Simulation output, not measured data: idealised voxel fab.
The following process module bears the name voxel wiring stack.
The cross-section on display is named cut; it measures 195 nm wide, and its cells are 5 nm squares.
In what follows, cross-sections appear as grids of square cells, described through bands that run from the top down, where every band is one or more rows of cells.
Each band's line starts with the height of the band's top and of its bottom, in nm. Then come its materials from left to right, each with its width in nm. One material with "edge to edge" fills the band from edge to edge. "blank" is empty space.
A quick word on heights: they are counted from 0, and under that level the wafer as it came to us is one material throughout. The lowest band is different from the rest in having no bottom; it simply continues downward, written as in "from 0 down".
When a width is written as two numbers, as in "30..40", the first number is the width in the top row of cells of the band and the second is the width in its bottom row, and the width changes by the same amount from each row to the next.
No cell of the cross-section changed in a step that is given as "remained the same".
"Completely sealed voids" specifies each empty space that is not open to the top and that occupies no fewer than 8 cells, using the form width x height at distance, the distance measured from the left edge and all three quantities in nm.
Formally, on a step line, whatever follows the settings is a remark that the simulator itself makes on the step.
The "overlay nm" setting may appear on a step's line; for a step that uses a mask, it gives how far to the right of its planned position the mask lay, and a negative value indicates the left.
Process steps foreseen in the plan
step 1: op RECEIVE | material Si
step 2: op CONFORMAL_DEP | material SiO2 | thk nm 15
step 3: op CONFORMAL_DEP | material SiN | thk nm 5
step 4: op DIRECTIONAL_DEP | material SiO2 | thk nm 25
step 5: op DIRECTIONAL_DEP | material aC | thk nm 10
step 6: op PATTERN | tone open | mask id METAL_1 | material resist | width nm 25 | pitch nm 45 | thk nm 25 | overlay nm 0
step 7: op DIRECTIONAL_ETCH | etch materials aC | depth nm 10
step 8: op STRIP | etch materials resist
step 9: op DIRECTIONAL_ETCH | etch materials SiO2 | depth nm 25
step 10: op DIRECTIONAL_ETCH | etch materials SiN | depth nm 5
step 11: op STRIP | etch materials aC
step 12: op CONFORMAL_DEP | material TiN | thk nm 5
step 13: op FILL_DEP | material Ru | thk nm 5
step 14: op CMP | height nm 45
step 15: op EPI | material Ru | thk nm 5
step 16: op FILL_DEP | material SiCN | thk nm 5
step 17: op DIRECTIONAL_DEP | material SiO2 | thk nm 30
step 18: op DIRECTIONAL_DEP | material aC | thk nm 15
step 19: op PATTERN | tone open | mask id METAL_2 | material resist | width nm 25 | pitch nm 45 | thk nm 30 | overlay nm 0
step 20: op DIRECTIONAL_ETCH | etch materials aC | depth nm 15
step 21: op STRIP | etch materials resist
step 22: op DIRECTIONAL_ETCH | etch materials SiO2 | depth nm 15
step 23: op STRIP | etch materials aC
step 24: op DIRECTIONAL_DEP | material aC | thk nm 10
step 25: op PATTERN | tone open | mask id METAL_2_HOLES | material resist | width nm 15 | pitch nm 90 | thk nm 30 | overlay nm 0
step 26: op DIRECTIONAL_ETCH | etch materials aC | depth nm 10
step 27: op STRIP | etch materials resist
step 28: op DIRECTIONAL_ETCH | etch materials SiO2 | depth nm 15
step 29: op DIRECTIONAL_ETCH | etch materials SiCN | depth nm 5
step 30: op STRIP | etch materials aC
step 31: op CONFORMAL_DEP | material TiN | thk nm 5
step 32: op FILL_DEP | material Cu | thk nm 5
step 33: op CMP | height nm 85
step 34: op CONFORMAL_DEP | material SiCN | thk nm 5
step 35: op DIRECTIONAL_DEP | material lowk | thk nm 10
step 36: op DIRECTIONAL_DEP | material aC | thk nm 15
step 37: op PATTERN | tone open | mask id PLUG_2 | material resist | width nm 15 | pitch nm 45 | thk nm 30 | overlay nm 0
step 38: op DIRECTIONAL_ETCH | etch materials aC | depth nm 15
step 39: op STRIP | etch materials resist
step 40: op DIRECTIONAL_ETCH | etch materials lowk | depth nm 10
step 41: op DIRECTIONAL_ETCH | etch materials SiCN | depth nm 5
step 42: op STRIP | etch materials aC
step 43: op CONFORMAL_DEP | material TiN | thk nm 5
step 44: op FILL_DEP | material Ru | thk nm 10
step 45: op CMP | height nm 100
step 46: op DIRECTIONAL_DEP | material TiN | thk nm 5
step 47: op DIRECTIONAL_DEP | material W | thk nm 15
step 48: op MASKED_ETCH | tone cover | mask id METAL_3 | width nm 25 | pitch nm 45 | etch materials W | depth nm 15 | overlay nm 0
step 49: op MASKED_ETCH | tone cover | mask id METAL_3 | width nm 25 | pitch nm 45 | etch materials TiN | depth nm 5 | overlay nm 0
step 50: op CONFORMAL_DEP | material SiN | thk nm 5
step 51: op FILL_DEP | material lowk | thk nm 5
step 52: op CMP | height nm 120
step 53: op CONFORMAL_DEP | material SiN | thk nm 5
Received-state cross-section, reflecting completion of step 1
> from 0 down | Si edge to edge
> Completely sealed voids: none
Final cross-section, module run with one mistake (start and plan as above)
> from 125 to 120 | SiN edge to edge
> from 120 to 105 | lowk 35 nm; SiN 5 nm; W 25 nm; SiN 5 nm; lowk 10 nm; SiN 5 nm; W 25 nm; SiN 5 nm; lowk 10 nm; SiN 5 nm; W 25 nm; SiN 5 nm; lowk 35 nm
> from 105 to 100 | SiN 40 nm; TiN 25 nm; SiN 20 nm; TiN 25 nm; SiN 20 nm; TiN 25 nm; SiN 40 nm
> from 100 to 90 | lowk 45 nm; TiN 5 nm; Ru 5 nm; TiN 5 nm; lowk 30 nm; TiN 5 nm; Ru 5 nm; TiN 5 nm; lowk 30 nm; TiN 5 nm; Ru 5 nm; TiN 5 nm; lowk 45 nm
> from 90 to 85 | SiCN 45 nm; TiN 15 nm; SiCN 30 nm; TiN 15 nm; SiCN 30 nm; TiN 15 nm; SiCN 45 nm
> from 85 to 75 | SiO2 40 nm; TiN 5 nm; Cu 15 nm; TiN 5 nm; SiO2 20 nm; TiN 5 nm; Cu 15 nm; TiN 5 nm; SiO2 20 nm; TiN 5 nm; Cu 15 nm; TiN 5 nm; SiO2 40 nm
> from 75 to 70 | SiO2 40 nm; TiN 5 nm; Cu 5 nm; TiN 15 nm; SiO2 20 nm; TiN 25 nm; SiO2 20 nm; TiN 5 nm; Cu 5 nm; TiN 15 nm; SiO2 40 nm
> from 70 to 55 | SiO2 40 nm; TiN 5 nm; Cu 5 nm; TiN 5 nm; SiO2 75 nm; TiN 5 nm; Cu 5 nm; TiN 5 nm; SiO2 50 nm
> from 55 to 50 | SiCN 40 nm; TiN 15 nm; SiCN 75 nm; TiN 15 nm; SiCN 50 nm
> from 50 to 45 | SiCN 35 nm; Ru 35 nm; SiCN 10 nm; Ru 35 nm; SiCN 10 nm; Ru 35 nm; SiCN 35 nm
> from 45 to 20 | SiO2 40 nm; TiN 5 nm; Ru 15 nm; TiN 5 nm; SiO2 20 nm; TiN 5 nm; Ru 15 nm; TiN 5 nm; SiO2 20 nm; TiN 5 nm; Ru 15 nm; TiN 5 nm; SiO2 40 nm
> from 20 to 15 | SiN 40 nm; TiN 25 nm; SiN 20 nm; TiN 25 nm; SiN 20 nm; TiN 25 nm; SiN 40 nm
> from 15 to 0 | SiO2 edge to edge
> from 0 down | Si edge to edge
> Completely sealed voids: none
Finding, execution versus plan: step 37 ran differently from the plan; actual operation with settings: op PATTERN | tone open | mask id PLUG_2 | material resist | width nm 15 | pitch nm 45 | thk nm 30 | overlay nm 5
